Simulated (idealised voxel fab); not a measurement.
process module | voxel transistor to metal
cross-section cut | 295 nm wide | cells 5 nm
A cross-section is a grid of square cells, given in bands from the top down. A band is one or more rows of cells.
Each band's line starts with the height of the band's top and of its bottom, in nm. Then come its materials from left to right, each with its width in nm. One material with "throughout" fills the band from edge to edge. "air" is empty space.
Height 0 is the level under which the wafer as received is all one material. The lowest band goes on downwards, as in "0 down".
A width such as "30 to 40" changes by the same amount from each row of cells to the next, from the band's top row to its bottom row.
"no change" after a step means that no cell of the cross-section changed.
closed voids: empty space of 8 cells or more with no open way to the top, each as width x height at its distance from the left edge, in nm
after a step's settings: what the simulator itself notes on the step
overlay nm, on a step with a mask: how far to the right of its planned place the mask lay; to the left if negative
plan
1 op RECEIVE | material Si
2 op OXIDIZE | depth nm 5
3 op CONFORMAL_DEP | material SiN | thk nm 10
4 op MASKED_ETCH | tone cover | mask id ACTIVE | width nm 105 | pitch nm 125 | etch materials SiN | depth nm 10 | overlay nm -15
5 op MASKED_ETCH | tone cover | mask id ACTIVE | width nm 105 | pitch nm 125 | etch materials SiO2 | depth nm 5 | overlay nm 0
6 op MASKED_ETCH | tone cover | mask id ACTIVE | width nm 105 | pitch nm 125 | etch materials Si | depth nm 35 | overlay nm 0
7 op OXIDIZE | depth nm 5
8 op FILL_DEP | material SiO2 | thk nm 10
9 op CMP | height nm 10
10 op SELECTIVE_ETCH | etch materials SiO2 | depth nm 5
11 op STRIP | etch materials SiN
12 op SELECTIVE_ETCH | etch materials SiO2 | depth nm 5
13 op OXIDIZE | depth nm 5
14 op DIRECTIONAL_DEP | material polySi | thk nm 25
15 op DIRECTIONAL_DEP | material SiCN | thk nm 10
16 op DIRECTIONAL_DEP | material aC | thk nm 10
17 op PATTERN | tone cover | mask id GATE | material resist | width nm 35 | pitch nm 125 | thk nm 25 | overlay nm 0
18 op DIRECTIONAL_ETCH | etch materials aC | depth nm 10
19 op STRIP | etch materials resist
20 op DIRECTIONAL_ETCH | etch materials SiCN | depth nm 20
21 op DIRECTIONAL_ETCH | etch materials polySi | depth nm 35
22 op STRIP | etch materials aC
23 op CONFORMAL_DEP | material SiN | thk nm 10
24 op DIRECTIONAL_ETCH | etch materials SiN | depth nm 10
25 op DIRECTIONAL_ETCH | etch materials SiO2 | depth nm 5
26 op DIRECTIONAL_ETCH | etch materials Si | depth nm 10
27 op EPI | material nSi | thk nm 15
28 op FILL_DEP | material SiO2 | thk nm 5
29 op CMP | height nm 20
30 op STRIP | etch materials polySi
31 op SELECTIVE_ETCH | etch materials SiO2 | depth nm 5
32 op CONFORMAL_DEP | material HfO2 | thk nm 5
33 op CONFORMAL_DEP | material TiN | thk nm 5
34 op FILL_DEP | material W | thk nm 5
35 op CMP | height nm 15
36 op DIRECTIONAL_DEP | material SiO2 | thk nm 10
37 op DIRECTIONAL_DEP | material aC | thk nm 15
38 op PATTERN | tone open | mask id CONTACT | material resist | width nm 15 | thk nm 35 | overlay nm 0
39 op DIRECTIONAL_ETCH | etch materials aC | depth nm 15
40 op STRIP | etch materials resist
41 op DIRECTIONAL_ETCH | etch materials SiO2 | depth nm 30
42 op STRIP | etch materials aC
43 op CONFORMAL_DEP | material TiN | thk nm 5
44 op FILL_DEP | material W | thk nm 10
45 op CMP | height nm 25
46 op DIRECTIONAL_DEP | material TiN | thk nm 5
47 op DIRECTIONAL_DEP | material W | thk nm 20
48 op DIRECTIONAL_DEP | material aC | thk nm 10
49 op PATTERN | tone cover | mask id METAL_1 | material resist | width nm 15 | thk nm 25 | overlay nm 0
50 op DIRECTIONAL_ETCH | etch materials aC | depth nm 10
51 op STRIP | etch materials resist
52 op DIRECTIONAL_ETCH | etch materials W | depth nm 20
53 op DIRECTIONAL_ETCH | etch materials TiN | depth nm 5
54 op STRIP | etch materials aC
55 op FILL_DEP | material SiO2 | thk nm 5
56 op CMP | height nm 50
57 op CONFORMAL_DEP | material SiCN | thk nm 5
58 op DIRECTIONAL_DEP | material SiO2 | thk nm 30
59 op DIRECTIONAL_DEP | material aC | thk nm 10
60 op PATTERN | tone open | mask id METAL_2 | material resist | width nm 15 | pitch nm 125 | thk nm 30 | overlay nm 0
61 op DIRECTIONAL_ETCH | etch materials aC | depth nm 10
62 op STRIP | etch materials resist
63 op DIRECTIONAL_ETCH | etch materials SiO2 | depth nm 20
64 op STRIP | etch materials aC
65 op DIRECTIONAL_DEP | material aC | thk nm 15
66 op PATTERN | tone open | mask id METAL_2_HOLES | material resist | width nm 15 | pitch nm 125 | thk nm 30 | overlay nm 0
67 op DIRECTIONAL_ETCH | etch materials aC | depth nm 15
68 op STRIP | etch materials resist
69 op DIRECTIONAL_ETCH | etch materials SiO2 | depth nm 10
70 op DIRECTIONAL_ETCH | etch materials SiCN | depth nm 5
71 op STRIP | etch materials aC
72 op CONFORMAL_DEP | material TiN | thk nm 5
73 op FILL_DEP | material Ru | thk nm 10
74 op CMP | height nm 85
75 op CONFORMAL_DEP | material SiN | thk nm 5
varied across the wafers: overlay nm of step 4. The plan shows the first wafer's value. All wafers start alike
first wafer as received, after step 1
  0 down: Si throughout
  closed voids: none
first wafer at the end, after step 75
  90 to 85: SiN throughout
  85 to 55: SiO2 35 | TiN 5 | Ru 5 | TiN 5 | SiO2 110 | TiN 5 | Ru 5 | TiN 5 | SiO2 120
  55 to 50: SiCN 35 | TiN 15 | SiCN 110 | TiN 15 | SiCN 120
  50 to 30: SiO2 35 | W 15 | SiO2 65 | W 15 | SiO2 30 | W 15 | SiO2 65 | W 15 | SiO2 40
  30 to 25: SiO2 35 | TiN 15 | SiO2 65 | TiN 15 | SiO2 30 | TiN 15 | SiO2 65 | TiN 15 | SiO2 40
  25 to 15: SiO2 35 | TiN 5 | W 5 | TiN 5 | SiO2 65 | TiN 5 | W 5 | TiN 5 | SiO2 30 | TiN 5 | W 5 | TiN 5 | SiO2 65 | TiN 5 | W 5 | TiN 5 | SiO2 40
  15 to 10: SiO2 35 | TiN 5 | W 5 | TiN 5 | SiO2 5 | SiN 10 | HfO2 5 | TiN 5 | W 15 | TiN 5 | HfO2 5 | SiN 10 | SiO2 5 | TiN 5 | W 5 | TiN 5 | SiO2 30 | TiN 5 | W 5 | TiN 5 | SiO2 5 | SiN 10 | HfO2 5 | TiN 5 | W 15 | TiN 5 | HfO2 5 | SiN 10 | SiO2 5 | TiN 5 | W 5 | TiN 5 | SiO2 40
  10 to 5: SiO2 35 | TiN 15 | SiO2 5 | SiN 10 | HfO2 5 | TiN 5 | W 15 | TiN 5 | HfO2 5 | SiN 10 | SiO2 5 | TiN 15 | SiO2 30 | TiN 15 | SiO2 5 | SiN 10 | HfO2 5 | TiN 5 | W 15 | TiN 5 | HfO2 5 | SiN 10 | SiO2 5 | TiN 15 | SiO2 40
  5 to 0: SiO2 35 | TiN 5 | nSi 15 | SiN 10 | HfO2 5 | TiN 5 | W 15 | TiN 5 | HfO2 5 | SiN 10 | nSi 10 | TiN 10 | SiO2 30 | TiN 5 | nSi 15 | SiN 10 | HfO2 5 | TiN 5 | W 15 | TiN 5 | HfO2 5 | SiN 10 | nSi 10 | TiN 10 | SiO2 40
  0 to -5: SiO2 10 | SiN 10 | SiO2 15 | TiN 5 | nSi 15 | SiN 10 | HfO2 5 | TiN 25 | HfO2 5 | SiN 10 | nSi 5 | SiN 10 | TiN 5 | SiO2 5 | SiN 10 | SiO2 15 | TiN 5 | nSi 15 | SiN 10 | HfO2 5 | TiN 25 | HfO2 5 | SiN 10 | nSi 5 | SiN 10 | TiN 5 | SiO2 40
  -5 to -10: SiO2 20 | nSi 35 | SiO2 5 | HfO2 45 | SiO2 5 | nSi 5 | SiO2 30 | nSi 35 | SiO2 5 | HfO2 45 | SiO2 5 | nSi 5 | SiO2 55
  -10 to -20: SiO2 20 | nSi 35 | Si 55 | nSi 5 | Si 15 | SiO2 15 | nSi 35 | Si 55 | nSi 5 | Si 15 | SiO2 40
  -20 to -45: SiO2 20 | Si 110 | SiO2 15 | Si 110 | SiO2 40
  -45 down: Si throughout
  closed voids: none
last wafer at the end
  90 to 85: SiN throughout
  85 to 55: SiO2 35 | TiN 5 | Ru 5 | TiN 5 | SiO2 110 | TiN 5 | Ru 5 | TiN 5 | SiO2 120
  55 to 50: SiCN 35 | TiN 15 | SiCN 110 | TiN 15 | SiCN 120
  50 to 30: SiO2 35 | W 15 | SiO2 65 | W 15 | SiO2 30 | W 15 | SiO2 65 | W 15 | SiO2 40
  30 to 25: SiO2 35 | TiN 15 | SiO2 65 | TiN 15 | SiO2 30 | TiN 15 | SiO2 65 | TiN 15 | SiO2 40
  25 to 15: SiO2 35 | TiN 5 | W 5 | TiN 5 | SiO2 65 | TiN 5 | W 5 | TiN 5 | SiO2 30 | TiN 5 | W 5 | TiN 5 | SiO2 65 | TiN 5 | W 5 | TiN 5 | SiO2 40
  15 to 10: SiO2 35 | TiN 5 | W 5 | TiN 5 | SiO2 5 | SiN 10 | HfO2 5 | TiN 5 | W 15 | TiN 5 | HfO2 5 | SiN 10 | SiO2 5 | TiN 5 | W 5 | TiN 5 | SiO2 30 | TiN 5 | W 5 | TiN 5 | SiO2 5 | SiN 10 | HfO2 5 | TiN 5 | W 15 | TiN 5 | HfO2 5 | SiN 10 | SiO2 5 | TiN 5 | W 5 | TiN 5 | SiO2 40
  10 to 5: SiO2 35 | TiN 15 | SiO2 5 | SiN 10 | HfO2 5 | TiN 5 | W 15 | TiN 5 | HfO2 5 | SiN 10 | SiO2 5 | TiN 15 | SiO2 30 | TiN 15 | SiO2 5 | SiN 10 | HfO2 5 | TiN 5 | W 15 | TiN 5 | HfO2 5 | SiN 10 | SiO2 5 | TiN 15 | SiO2 40
  5 to 0: SiO2 35 | TiN 10 | nSi 10 | SiN 10 | HfO2 5 | TiN 5 | W 15 | TiN 5 | HfO2 5 | SiN 10 | nSi 15 | TiN 5 | SiO2 30 | TiN 10 | nSi 10 | SiN 10 | HfO2 5 | TiN 5 | W 15 | TiN 5 | HfO2 5 | SiN 10 | nSi 15 | TiN 5 | SiO2 40
  0 to -5: SiO2 35 | TiN 5 | SiN 10 | nSi 5 | SiN 10 | HfO2 5 | TiN 25 | HfO2 5 | SiN 10 | nSi 15 | TiN 5 | SiO2 15 | SiN 10 | SiO2 5 | TiN 5 | SiN 10 | nSi 5 | SiN 10 | HfO2 5 | TiN 25 | HfO2 5 | SiN 10 | nSi 15 | TiN 5 | SiO2 15 | SiN 10 | SiO2 15
  -5 to -10: SiO2 50 | nSi 5 | SiO2 5 | HfO2 45 | SiO2 5 | nSi 35 | SiO2 30 | nSi 5 | SiO2 5 | HfO2 45 | SiO2 5 | nSi 35 | SiO2 25
  -10 to -20: SiO2 35 | Si 15 | nSi 5 | Si 55 | nSi 35 | SiO2 15 | Si 15 | nSi 5 | Si 55 | nSi 35 | SiO2 25
  -20 to -45: SiO2 35 | Si 110 | SiO2 15 | Si 110 | SiO2 25
  -45 down: Si throughout
  closed voids: none
each wafer at the end: cells of each material gained (+) or lost (-) since it was received, then its closed voids
overlay nm -15 | +34 HfO2 | +12 Ru | -255 Si | +53 SiCN | +99 SiN | +865 SiO2 | +110 TiN | +78 W | +66 nSi | closed voids: none
overlay nm -10 | +34 HfO2 | +12 Ru | -269 Si | +53 SiCN | +99 SiN | +879 SiO2 | +106 TiN | +78 W | +70 nSi | closed voids: none
overlay nm -5 | +34 HfO2 | +12 Ru | -283 Si | +53 SiCN | +99 SiN | +891 SiO2 | +104 TiN | +78 W | +74 nSi | closed voids: none
overlay nm 0 | +34 HfO2 | +12 Ru | -297 Si | +53 SiCN | +99 SiN | +903 SiO2 | +108 TiN | +78 W | +72 nSi | closed voids: none
overlay nm 5 | +34 HfO2 | +12 Ru | -283 Si | +53 SiCN | +99 SiN | +891 SiO2 | +104 TiN | +78 W | +74 nSi | closed voids: none
overlay nm 10 | +34 HfO2 | +12 Ru | -269 Si | +53 SiCN | +99 SiN | +879 SiO2 | +106 TiN | +78 W | +70 nSi | closed voids: none
overlay nm 15 | +34 HfO2 | +12 Ru | -255 Si | +53 SiCN | +99 SiN | +865 SiO2 | +110 TiN | +78 W | +66 nSi | closed voids: none
